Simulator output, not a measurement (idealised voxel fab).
Process module under the name voxel self aligned contacts
Each square cell in cross-section cut measures 5 nm, and the section as a whole is 280 nm wide.
Cross-section, as written here: a square-cell grid given band by band from the top down, where a band holds one or more rows of cells.
Heads up on the band format: heights come first, top then bottom, in nm. After that it's the materials left to right, each with its width in nm. A single material flagged "full width" fills the whole band edge to edge, and "air" means there's empty space there.
Below 0: as-received wafer, all one material; heights counted from there. Lowest band: no bottom, goes on down, written "from 0 down".
The two numbers in a width such as "30 to 40" mark its ends across the band: the first belongs to the top row of cells, the second to the bottom row, and from each row to the next the width moves by the same amount.
When a step is marked "stayed the same", none of the cells in the cross-section changed during that step.
Each empty space that has no open way to the top and spans at least 8 cells appears under "Closed-off voids" as width x height at distance, the distance counted from the left edge, all in nm.
Formally, on a step line, whatever follows the settings is a remark that the simulator itself makes on the step.
A step's line can hold "overlay nm"; with a mask on that step, the setting says how far right of the planned place the mask lay, while a negative setting says it lay to the left.

## These are the steps we planned for the process
1: RECEIVE: material Si
2: CONFORMAL_DEP: material SiO2, thk nm 5
3: DIRECTIONAL_DEP: material polySi, thk nm 20
4: DIRECTIONAL_DEP: material SiN, thk nm 15
5: PATTERN: tone cover, mask id GATE, material resist, width nm 25, pitch nm 50, thk nm 20, overlay nm 0
6: DIRECTIONAL_ETCH: etch materials SiN, depth nm 15
7: DIRECTIONAL_ETCH: etch materials polySi, depth nm 20
8: STRIP: etch materials resist
9: CONFORMAL_DEP: material SiN, thk nm 5
10: DIRECTIONAL_ETCH: etch materials SiN, depth nm 5
11: FILL_DEP: material SiO2, thk nm 15
12: CMP: height nm 45
13: MASKED_ETCH: tone open, mask id CONTACT, width nm 35, etch materials SiO2, depth nm 45, overlay nm 0
14: CONFORMAL_DEP: material TiN, thk nm 5
15: FILL_DEP: material W, thk nm 10
16: CMP: height nm 45
17: CONFORMAL_DEP: material SiCN, thk nm 5

## Here's what the wafer looked like in cross-section when it arrived - that's after step 1
* from 0 down | Si full width
* Closed-off voids: none

## Final cross-section, module run with one mistake (start and plan as above)
* from 50 to 45 | SiCN full width
* from 45 to 40 | SiO2 (95), W (35), TiN (5), W (5), TiN (5), W (35), SiO2 (100)
* from 40 to 25 | SiO2 (95), W (5), SiN (25), W (5), TiN (5), W (5), TiN (5), W (5), SiN (25), W (5), SiO2 (100)
* from 25 to 15 | SiO2 (95), W (5), polySi (25), W (5), TiN (5), W (5), TiN (5), W (5), polySi (25), W (5), SiO2 (100)
* from 15 to 10 | SiO2 (95), W (5), polySi (25), W (5), TiN (15), W (5), polySi (25), W (5), SiO2 (100)
* from 10 to 5 | W (100), polySi (25), W (25), polySi (25), W (105)
* from 5 to 0 | SiO2 full width
* from 0 down | Si full width
* Closed-off voids: none
Heads up, the wafer didn't run the way we planned it: note that step 9 departed from the planned setting and was carried out as CONFORMAL_DEP: material W, thk nm 5
